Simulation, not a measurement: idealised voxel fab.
Title: Process Module voxel self aligned vias
The width of the displayed cross-section, cut, is 190 nm; its cells are square, with a size of 5 nm.
Cross-section, as written here: a square-cell grid given band by band from the top down, where a band holds one or more rows of cells. The entry gives the band's vertical extent as a top height and a bottom height in nm, then its horizontal make-up as materials from left to right, each with a width in nm. "empty" stands for empty space; a single material marked "full width" fills the band edge to edge. For the purposes of this specification, 0 denotes the height below which the wafer in its as-received condition is composed wholly of one material, and the lowermost band, lacking a lower limit, extends downward without end, as expressed in "0 and below". Per-row width for "30..40": begins at first number (top row of band), ends at second number (bottom row), increment between rows held constant. What does "no change" mean for a step? It means no cell of the cross-section changed in that step. Listed in "Sealed voids": every empty space of 8 or more cells without an open way to the top. Form: width x height at distance, the distance being from the left edge, all in nm. On a step's line, text after the settings is the simulator commenting on that step. Regarding "overlay nm": on a step with a mask, it is the distance the mask lay to the right of its planned place; a negative value places it to the left.

Steps in the process plan
1) RECEIVE [material Si]
2) CONFORMAL_DEP [material SiO2] [thk nm 10]
3) CONFORMAL_DEP [material SiCN] [thk nm 5]
4) DIRECTIONAL_DEP [material SiO2] [thk nm 25]
5) PATTERN [tone open] [mask id LINES] [material resist] [width nm 30] [pitch nm 80] [thk nm 20] [overlay nm 0]
6) DIRECTIONAL_ETCH [etch materials SiO2] [depth nm 25]
7) STRIP [etch materials resist]
8) CONFORMAL_DEP [material TiN] [thk nm 5]
9) FILL_DEP [material Ru] [thk nm 10]
10) CMP [height nm 40]
11) SELECTIVE_ETCH [etch materials W Ru TiN] [depth nm 10]
12) FILL_DEP [material SiN] [thk nm 10]
13) CMP [height nm 40]
14) DIRECTIONAL_DEP [material SiO2] [thk nm 15]
15) MASKED_ETCH [tone open] [mask id VIAS] [width nm 50] [pitch nm 80] [etch materials SiO2] [depth nm 15] [overlay nm 0]
16) MASKED_ETCH [tone open] [mask id VIAS] [width nm 50] [pitch nm 80] [etch materials SiN] [depth nm 10] [overlay nm 0]
17) CONFORMAL_DEP [material TiN] [thk nm 5]
18) FILL_DEP [material Cu] [thk nm 10]
19) CMP [height nm 55]
20) CONFORMAL_DEP [material SiCN] [thk nm 5]

Cross-section of the wafer at receipt, which is the condition after step 1
- 0 and below = Si full width
- Sealed voids: none

First wafer at the end, as planned
- 60 down to 55 = SiCN full width
- 55 down to 45 = SiO2: 30; TiN: 5; Cu: 40; TiN: 5; SiO2: 30; TiN: 5; Cu: 40; TiN: 5; SiO2: 30
- 45 down to 35 = SiO2: 30..40; TiN: 15..5; Cu: 20; TiN: 15..5; SiO2: 30..50; TiN: 15..5; Cu: 20; TiN: 15..5; SiO2: 30..40
- 35 down to 30 = SiO2: 40; TiN: 30; SiO2: 50; TiN: 30; SiO2: 40
- 30 down to 20 = SiO2: 40; TiN: 5; Ru: 20; TiN: 5; SiO2: 50; TiN: 5; Ru: 20; TiN: 5; SiO2: 40
- 20 down to 15 = SiO2: 40; TiN: 30; SiO2: 50; TiN: 30; SiO2: 40
- 15 down to 10 = SiCN full width
- 10 down to 0 = SiO2 full width
- 0 and below = Si full width
- Sealed voids: none

So this is wafer number two of the two, cut at the end of the module - it started where the first did and had the same plan, we just got one thing wrong running it
- 60 down to 55 = SiCN full width
- 55 down to 45 = Cu: 25; TiN: 5; SiO2: 50; TiN: 5; Cu: 20; TiN: 5; SiO2: 50; TiN: 5; Cu: 25
- 45 down to 40 = TiN: 30; SiO2: 50; TiN: 30; SiO2: 50; TiN: 30
- 40 down to 30 = SiO2: 40; SiN: 30; SiO2: 50; SiN: 30; SiO2: 40
- 30 down to 20 = SiO2: 40; TiN: 5; Ru: 20; TiN: 5; SiO2: 50; TiN: 5; Ru: 20; TiN: 5; SiO2: 40
- 20 down to 15 = SiO2: 40; TiN: 30; SiO2: 50; TiN: 30; SiO2: 40
- 15 down to 10 = SiCN full width
- 10 down to 0 = SiO2 full width
- 0 and below = Si full width
- Sealed voids: none
Plan not followed: step 15 was processed under conditions differing from the plan, specifically as MASKED_ETCH [tone cover] [mask id VIAS] [width nm 50] [pitch nm 80] [etch materials SiO2] [depth nm 15] [overlay nm 0]
End check, counted in cells, second wafer has more or fewer of these materials than the first: Cu: 20 fewer | SiN: 24 more | SiO2: 6 more | TiN: 10 fewer
